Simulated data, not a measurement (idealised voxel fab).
process module | voxel gate over fins
cross-section cut | 185 nm wide | cells 5 nm
A cross-section is a grid of square cells, given in bands from the top down. A band is one or more rows of cells.
Each band's line starts with the height of the band's top and of its bottom, in nm. Then come its materials from left to right, each with its width in nm. One material with "throughout" fills the band from edge to edge. "air" is empty space.
Height 0 is the level under which the wafer as received is all one material. The lowest band goes on downwards, as in "0 down".
A width such as "30 to 40" changes by the same amount from each row of cells to the next, from the band's top row to its bottom row.
"no change" after a step means that no cell of the cross-section changed.
closed voids: empty space of 8 cells or more with no open way to the top, each as width x height at its distance from the left edge, in nm
after a step's settings: what the simulator itself notes on the step
overlay nm, on a step with a mask: how far to the right of its planned place the mask lay; to the left if negative
plan
1 op RECEIVE | material Si
2 op CONFORMAL_DEP | material SiN | thk nm 5
3 op DIRECTIONAL_DEP | material aC | thk nm 10
4 op PATTERN | tone cover | mask id FINS | material resist | width nm 15 | pitch nm 60 | thk nm 25 | overlay nm 0
5 op DIRECTIONAL_ETCH | etch materials aC | depth nm 10
6 op STRIP | etch materials resist
7 op DIRECTIONAL_ETCH | etch materials SiN | depth nm 5
8 op DIRECTIONAL_ETCH | etch materials Si | depth nm 40
9 op STRIP | etch materials aC
10 op FILL_DEP | material SiO2 | thk nm 10
11 op CMP | height nm 5
12 op PATTERN | tone open | mask id RAIL | material resist | width nm 15 | thk nm 20 | overlay nm 0
13 op DIRECTIONAL_ETCH | etch materials SiO2 | depth nm 40
14 op STRIP | etch materials resist
15 op CONFORMAL_DEP | material TiN | thk nm 5
16 op FILL_DEP | material Ru | thk nm 5
17 op CMP | height nm 5
18 op SELECTIVE_ETCH | etch materials W Ru TiN | depth nm 30
19 op FILL_DEP | material SiO2 | thk nm 5
20 op CMP | height nm 5
21 op SELECTIVE_ETCH | etch materials SiO2 | depth nm 20
22 op STRIP | etch materials SiN
23 op CONFORMAL_DEP | material HfO2 | thk nm 5
24 op CONFORMAL_DEP | material TiN | thk nm 5
25 op FILL_DEP | material W | thk nm 15
26 op CMP | height nm 20
27 op CONFORMAL_DEP | material SiN | thk nm 10
first wafer, as planned
as received, after step 1
  0 down: Si throughout
  closed voids: none
after step 2
  5 to 0: SiN throughout
  below 0: unchanged
after step 3
  15 to 5: aC throughout
  below 5: unchanged
after step 4
  40 to 15: air 55 | resist 15 | air 45 | resist 15 | air 55
  below 15: unchanged
after step 5
  30 to 15: air 55 | resist 15 | air 45 | resist 15 | air 55
  15 to 5: air 55 | aC 15 | air 45 | aC 15 | air 55
  below 5: unchanged
after step 6
  15 to 5: air 55 | aC 15 | air 45 | aC 15 | air 55
  below 5: unchanged
after step 7
  15 to 5: air 55 | aC 15 | air 45 | aC 15 | air 55
  5 to 0: air 55 | SiN 15 | air 45 | SiN 15 | air 55
  below 0: unchanged
after step 8
  15 to 5: air 55 | aC 15 | air 45 | aC 15 | air 55
  5 to 0: air 55 | SiN 15 | air 45 | SiN 15 | air 55
  0 to -40: air 55 | Si 15 | air 45 | Si 15 | air 55
  below -40: unchanged
after step 9
  5 to 0: air 55 | SiN 15 | air 45 | SiN 15 | air 55
  below 0: unchanged
after step 10
  15 to 5: SiO2 throughout
  5 to 0: SiO2 55 | SiN 15 | SiO2 45 | SiN 15 | SiO2 55
  0 to -40: SiO2 55 | Si 15 | SiO2 45 | Si 15 | SiO2 55
  below -40: unchanged
after step 11
  5 to 0: SiO2 55 | SiN 15 | SiO2 45 | SiN 15 | SiO2 55
  below 0: unchanged
after step 12
  25 to 5: resist 85 | air 15 | resist 85
  below 5: unchanged
after step 13
  25 to 5: resist 85 | air 15 | resist 85
  5 to 0: SiO2 55 | SiN 15 | SiO2 15 | air 15 | SiO2 15 | SiN 15 | SiO2 55
  0 to -35: SiO2 55 | Si 15 | SiO2 15 | air 15 | SiO2 15 | Si 15 | SiO2 55
  below -35: unchanged
after step 14
  5 to 0: SiO2 55 | SiN 15 | SiO2 15 | air 15 | SiO2 15 | SiN 15 | SiO2 55
  below 0: unchanged
after step 15
  10 to 5: TiN 90 | air 5 | TiN 90
  5 to 0: SiO2 55 | SiN 15 | SiO2 15 | TiN 5 | air 5 | TiN 5 | SiO2 15 | SiN 15 | SiO2 55
  0 to -30: SiO2 55 | Si 15 | SiO2 15 | TiN 5 | air 5 | TiN 5 | SiO2 15 | Si 15 | SiO2 55
  -30 to -35: SiO2 55 | Si 15 | SiO2 15 | TiN 15 | SiO2 15 | Si 15 | SiO2 55
  below -35: unchanged
after step 16
  15 to 10: Ru throughout
  10 to 5: TiN 90 | Ru 5 | TiN 90
  5 to 0: SiO2 55 | SiN 15 | SiO2 15 | TiN 5 | Ru 5 | TiN 5 | SiO2 15 | SiN 15 | SiO2 55
  0 to -30: SiO2 55 | Si 15 | SiO2 15 | TiN 5 | Ru 5 | TiN 5 | SiO2 15 | Si 15 | SiO2 55
  below -30: unchanged
after step 17
  5 to 0: SiO2 55 | SiN 15 | SiO2 15 | TiN 5 | Ru 5 | TiN 5 | SiO2 15 | SiN 15 | SiO2 55
  below 0: unchanged
after step 18
  5 to 0: SiO2 55 | SiN 15 | SiO2 15 | air 15 | SiO2 15 | SiN 15 | SiO2 55
  0 to -25: SiO2 55 | Si 15 | SiO2 15 | air 15 | SiO2 15 | Si 15 | SiO2 55
  below -25: unchanged
after step 19
  10 to 5: SiO2 throughout
  5 to 0: SiO2 55 | SiN 15 | SiO2 45 | SiN 15 | SiO2 55
  0 to -25: SiO2 55 | Si 15 | SiO2 45 | Si 15 | SiO2 55
  below -25: unchanged
after step 20
  5 to 0: SiO2 55 | SiN 15 | SiO2 45 | SiN 15 | SiO2 55
  below 0: unchanged
after step 21
  5 to 0: air 55 | SiN 15 | air 45 | SiN 15 | air 55
  0 to -15: air 55 | Si 15 | air 45 | Si 15 | air 55
  below -15: unchanged
after step 22
  0 to -15: air 55 | Si 15 | air 45 | Si 15 | air 55
  below -15: unchanged
after step 23
  5 to 0: air 50 | HfO2 25 | air 35 | HfO2 25 | air 50
  0 to -10: air 50 | HfO2 5 | Si 15 | HfO2 5 | air 35 | HfO2 5 | Si 15 | HfO2 5 | air 50
  -10 to -15: HfO2 55 | Si 15 | HfO2 45 | Si 15 | HfO2 55
  below -15: unchanged
after step 24
  10 to 5: air 45 | TiN 35 | air 25 | TiN 35 | air 45
  5 to 0: air 45 | TiN 5 | HfO2 25 | TiN 5 | air 25 | TiN 5 | HfO2 25 | TiN 5 | air 45
  0 to -5: air 45 | TiN 5 | HfO2 5 | Si 15 | HfO2 5 | TiN 5 | air 25 | TiN 5 | HfO2 5 | Si 15 | HfO2 5 | TiN 5 | air 45
  -5 to -10: TiN 50 | HfO2 5 | Si 15 | HfO2 5 | TiN 35 | HfO2 5 | Si 15 | HfO2 5 | TiN 50
  below -10: unchanged
after step 25
  25 to 10: W throughout
  10 to 5: W 45 | TiN 35 | W 25 | TiN 35 | W 45
  5 to 0: W 45 | TiN 5 | HfO2 25 | TiN 5 | W 25 | TiN 5 | HfO2 25 | TiN 5 | W 45
  0 to -5: W 45 | TiN 5 | HfO2 5 | Si 15 | HfO2 5 | TiN 5 | W 25 | TiN 5 | HfO2 5 | Si 15 | HfO2 5 | TiN 5 | W 45
  below -5: unchanged
after step 26
  20 to 10: W throughout
  below 10: unchanged
after step 27
  30 to 20: SiN throughout
  below 20: unchanged
second wafer: like start, like plan, one mistake. Through step 20 it matches the first wafer
when step 21 should have ended
  5 to 0: air 55 | SiN 15 | air 45 | SiN 15 | air 55
  0 to -25: air 55 | Si 15 | air 45 | Si 15 | air 55
  below -25: unchanged
when step 22 should have ended
  0 to -25: air 55 | Si 15 | air 45 | Si 15 | air 55
  below -25: unchanged
when step 23 should have ended
  5 to 0: air 50 | HfO2 25 | air 35 | HfO2 25 | air 50
  0 to -20: air 50 | HfO2 5 | Si 15 | HfO2 5 | air 35 | HfO2 5 | Si 15 | HfO2 5 | air 50
  -20 to -25: HfO2 55 | Si 15 | HfO2 45 | Si 15 | HfO2 55
  below -25: unchanged
when step 24 should have ended
  10 to 5: air 45 | TiN 35 | air 25 | TiN 35 | air 45
  5 to 0: air 45 | TiN 5 | HfO2 25 | TiN 5 | air 25 | TiN 5 | HfO2 25 | TiN 5 | air 45
  0 to -15: air 45 | TiN 5 | HfO2 5 | Si 15 | HfO2 5 | TiN 5 | air 25 | TiN 5 | HfO2 5 | Si 15 | HfO2 5 | TiN 5 | air 45
  -15 to -20: TiN 50 | HfO2 5 | Si 15 | HfO2 5 | TiN 35 | HfO2 5 | Si 15 | HfO2 5 | TiN 50
  below -20: unchanged
when step 25 should have ended
  25 to 10: W throughout
  10 to 5: W 45 | TiN 35 | W 25 | TiN 35 | W 45
  5 to 0: W 45 | TiN 5 | HfO2 25 | TiN 5 | W 25 | TiN 5 | HfO2 25 | TiN 5 | W 45
  0 to -15: W 45 | TiN 5 | HfO2 5 | Si 15 | HfO2 5 | TiN 5 | W 25 | TiN 5 | HfO2 5 | Si 15 | HfO2 5 | TiN 5 | W 45
  below -15: unchanged
when step 26 should have ended
  20 to 10: W throughout
  below 10: unchanged
when step 27 should have ended
  30 to 20: SiN throughout
  below 20: unchanged
what went wrong: step 21 ran as: op SELECTIVE_ETCH | etch materials SiO2 | depth nm 30
at the end the second wafer has, in cells: 8 more of HfO2 | 62 fewer of SiO2 | 8 more of TiN | 46 more of W
